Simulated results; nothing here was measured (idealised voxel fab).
The name of this process module is voxel capacitor over wiring.
The width of the displayed cross-section, cut, is 290 nm; its cells are square, with a size of 5 nm.
How to read a cross-section here: the picture is a grid of square cells, written as bands going from the top down, and any band can span one or more rows of cells. Top, bottom (nm), then materials left to right with widths (nm); lone material tagged "everywhere" fills the whole band edge to edge; "air" = empty space. Height is counted from the level 0, under which the received wafer is composed throughout of one material. The lowest of the bands is not closed at the bottom but continues downward, in the notation "0 -> down". Read "30->40" as a graded width: first number on top, second number at the bottom, same change between each pair of neighbouring rows. Key: "nothing different" - step with no changed cell in the cross-section. "Trapped void list": empty spaces of 8 cells or more with no open way to the top, each given as width x height at distance, distance from the left edge, all in nm. It should be noted that, on the line of a given step, the content following the step's settings is a remark produced by the simulator itself with respect to that step. overlay nm, on a step with a mask: how far to the right of its planned place the mask lay; to the left if negative.
[These are the steps we planned for the process]
1,RECEIVE [material Si]
2,CONFORMAL_DEP [material SiO2] [thk nm 10]
3,CONFORMAL_DEP [material SiCN] [thk nm 5]
4,DIRECTIONAL_DEP [material SiO2] [thk nm 25]
5,PATTERN [tone open] [mask id METAL_1] [material resist] [width nm 20] [pitch nm 80] [thk nm 15] [overlay nm 0]
6,DIRECTIONAL_ETCH [etch materials SiO2] [depth nm 25]
7,DIRECTIONAL_ETCH [etch materials SiCN] [depth nm 5]
8,STRIP [etch materials resist]
9,CONFORMAL_DEP [material TiN] [thk nm 5]
10,FILL_DEP [material Cu] [thk nm 10]
11,CMP [height nm 40]
12,CONFORMAL_DEP [material SiCN] [thk nm 5]
13,DIRECTIONAL_DEP [material lowk] [thk nm 15]
14,MASKED_ETCH [tone open] [mask id PLUG_1] [width nm 15] [etch materials lowk] [depth nm 15] [overlay nm 0]
15,MASKED_ETCH [tone open] [mask id PLUG_1] [width nm 15] [etch materials SiCN] [depth nm 5] [overlay nm 0]
16,CONFORMAL_DEP [material TiN] [thk nm 5]
17,FILL_DEP [material Cu] [thk nm 10]
18,CMP [height nm 60]
19,DIRECTIONAL_DEP [material TiN] [thk nm 10]
20,DIRECTIONAL_DEP [material Al2O3] [thk nm 5]
21,DIRECTIONAL_DEP [material TiN] [thk nm 5]
22,DIRECTIONAL_DEP [material aC] [thk nm 15]
23,PATTERN [tone cover] [mask id UPPER_PLATE] [material resist] [width nm 65] [thk nm 35] [overlay nm -15]
24,DIRECTIONAL_ETCH [etch materials aC] [depth nm 15]
25,STRIP [etch materials resist]
26,DIRECTIONAL_ETCH [etch materials TiN] [depth nm 5]
27,DIRECTIONAL_ETCH [etch materials Al2O3] [depth nm 5]
28,STRIP [etch materials aC]
29,PATTERN [tone cover] [mask id LOWER_PLATE] [material resist] [width nm 75] [thk nm 20] [overlay nm 0]
30,DIRECTIONAL_ETCH [etch materials TiN] [depth nm 10]
31,STRIP [etch materials resist]
32,FILL_DEP [material SiO2] [thk nm 15]
33,CMP [height nm 90]
34,DIRECTIONAL_DEP [material aC] [thk nm 10]
35,PATTERN [tone open] [mask id PLUG_2] [material resist] [width nm 15] [thk nm 25] [overlay nm 0]
36,DIRECTIONAL_ETCH [etch materials aC] [depth nm 10]
37,STRIP [etch materials resist]
38,DIRECTIONAL_ETCH [etch materials SiO2] [depth nm 10]
39,STRIP [etch materials aC]
40,CONFORMAL_DEP [material TiN] [thk nm 5]
41,FILL_DEP [material Ru] [thk nm 5]
42,CMP [height nm 90]
43,CONFORMAL_DEP [material SiN] [thk nm 5]
All wafers enter the flow in the same state. The overlay nm at step 23 differs from wafer to wafer, and the plan gives the value for the first wafer.
[The first of several wafers in cross-section, exactly as it reached us after step 1]
* 0 -> down  Si everywhere
* Trapped void list: none
[Last step of the module is step 43; after it, the first of several wafers in cross-section]
* 95 -> 90  SiN everywhere
* 90 -> 85  SiO2=110 | TiN=5 | Ru=5 | TiN=5 | SiO2=165
* 85 -> 75  SiO2=110->95 | TiN=15->55 | SiO2=165->140
* 75 -> 70  SiO2=85 | Al2O3=65 | SiO2=140
* 70 -> 60  SiO2=85 | TiN=85 | SiO2=120
* 60 -> 45  lowk=100 | TiN=5 | Cu=5 | TiN=5 | lowk=175
* 45 -> 40  SiCN=100 | TiN=15 | SiCN=175
* 40 -> 15  SiO2=95 | TiN=5 | Cu=10 | TiN=5 | SiO2=60 | TiN=5 | Cu=10 | TiN=5 | SiO2=95
* 15 -> 10  SiCN=95 | TiN=20 | SiCN=60 | TiN=20 | SiCN=95
* 10 -> 0  SiO2 everywhere
* 0 -> down  Si everywhere
* Trapped void list: none
[Showing the last wafer in cross-section at the end of the module]
* 95 -> 90  SiN everywhere
* 90 -> 85  SiO2=110 | TiN=5 | Ru=5 | TiN=5 | SiO2=165
* 85 -> 75  SiO2=110->115 | TiN=15->55 | SiO2=165->120
* 75 -> 70  SiO2=115 | Al2O3=65 | SiO2=110
* 70 -> 60  SiO2=95 | TiN=85 | SiO2=110
* 60 -> 45  lowk=100 | TiN=5 | Cu=5 | TiN=5 | lowk=175
* 45 -> 40  SiCN=100 | TiN=15 | SiCN=175
* 40 -> 15  SiO2=95 | TiN=5 | Cu=10 | TiN=5 | SiO2=60 | TiN=5 | Cu=10 | TiN=5 | SiO2=95
* 15 -> 10  SiCN=95 | TiN=20 | SiCN=60 | TiN=20 | SiCN=95
* 10 -> 0  SiO2 everywhere
* 0 -> down  Si everywhere
* Trapped void list: none
[Every row in this table is a wafer at the end of the module, and it gives, for each of the materials, the cells that wafer has gained (+) or lost (-) since it was received, then its closed voids]
overlay nm -15 | +13 Al2O3 | +23 Cu | +1 Ru | +105 SiCN | +58 SiN | +650 SiO2 | +87 TiN | +165 lowk | Trapped void list: none
overlay nm -10 | +13 Al2O3 | +23 Cu | +1 Ru | +105 SiCN | +58 SiN | +651 SiO2 | +86 TiN | +165 lowk | Trapped void list: none
overlay nm -5 | +13 Al2O3 | +23 Cu | +1 Ru | +105 SiCN | +58 SiN | +652 SiO2 | +85 TiN | +165 lowk | Trapped void list: none
overlay nm 0 | +13 Al2O3 | +23 Cu | +1 Ru | +105 SiCN | +58 SiN | +652 SiO2 | +85 TiN | +165 lowk | Trapped void list: none
overlay nm 5 | +13 Al2O3 | +23 Cu | +1 Ru | +105 SiCN | +58 SiN | +652 SiO2 | +85 TiN | +165 lowk | Trapped void list: none
overlay nm 10 | +13 Al2O3 | +23 Cu | +1 Ru | +105 SiCN | +58 SiN | +651 SiO2 | +86 TiN | +165 lowk | Trapped void list: none
overlay nm 15 | +13 Al2O3 | +23 Cu | +1 Ru | +105 SiCN | +58 SiN | +650 SiO2 | +87 TiN | +165 lowk | Trapped void list: none
